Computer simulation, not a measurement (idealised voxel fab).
This section sets out a process module, namely voxel gate over fins.
Section shown: cut. Width: 165 nm. Cell size: 5 nm, square.
How to read a cross-section here: the picture is a grid of square cells, written as bands going from the top down, and any band can span one or more rows of cells. Heights first: top, then bottom, in nm. Then materials, left to right, each with a width in nm. "all across" on a single material: fills the band edge to edge. "air": empty space. Basically, 0 is our baseline, since under it the wafer straight out of the box is all one material. The bottom band has no lower end and keeps on going down, so it looks like "0 down". Quick explanation for "30->40": the width changes in equal steps down the rows of cells, from the first number in the band's top row to the second number in its bottom row. A step reported as "left unchanged" is a step in which no cell of the cross-section changed. "Catalogued sealed voids" lists enclosed empty spaces (at least 8 cells, no open path upward to the top), each as width x height at distance from the left edge, in nm. Note: text after step settings on the step line = simulator remark on that step. overlay nm: mask offset rightward from planned place, masked step; negative means leftward offset.
## These are the steps we planned for the process
| 1 | RECEIVE with material Si |
| 2 | CONFORMAL_DEP with material SiN, thk nm 10 |
| 3 | MASKED_ETCH with tone cover, mask id FINS, width nm 15, pitch nm 35, etch materials SiN, depth nm 10, overlay nm 0 |
| 4 | MASKED_ETCH with tone cover, mask id FINS, width nm 15, pitch nm 35, etch materials Si, depth nm 30, overlay nm 0 |
| 5 | OXIDIZE with depth nm 5 |
| 6 | FILL_DEP with material SiO2, thk nm 5 |
| 7 | CMP with height nm 10 |
| 8 | SELECTIVE_ETCH with etch materials SiO2, depth nm 20 |
| 9 | STRIP with etch materials SiN |
| 10 | CONFORMAL_DEP with material HfO2, thk nm 5 |
| 11 | CONFORMAL_DEP with material TiN, thk nm 5 |
| 12 | FILL_DEP with material W, thk nm 10 |
| 13 | CMP with height nm 15 |
| 14 | CONFORMAL_DEP with material SiN, thk nm 10 |
## Incoming wafer in cross-section (state: after step 1)
- 0 down  Si all across
- Catalogued sealed voids: none
## Cross-section at module end, one run error; start and plan unchanged from above
- 25 to 15  SiN all across
- 15 to 10  W all across
- 10 to 5  45 TiN  5 W  30 TiN  5 W  30 TiN  5 W  45 TiN
- 5 to 0  40 HfO2  15 TiN  20 HfO2  15 TiN  20 HfO2  15 TiN  40 HfO2
- 0 to -5  35 Si  25 HfO2  10 Si  25 HfO2  10 Si  25 HfO2  35 Si
- -5 down  Si all across
- Catalogued sealed voids: none
It is concluded that the wafer was processed incorrectly with respect to the plan, in that step 3: run off-plan, actual operation and settings MASKED_ETCH with tone open, mask id FINS, width nm 15, pitch nm 35, etch materials SiN, depth nm 10, overlay nm 0
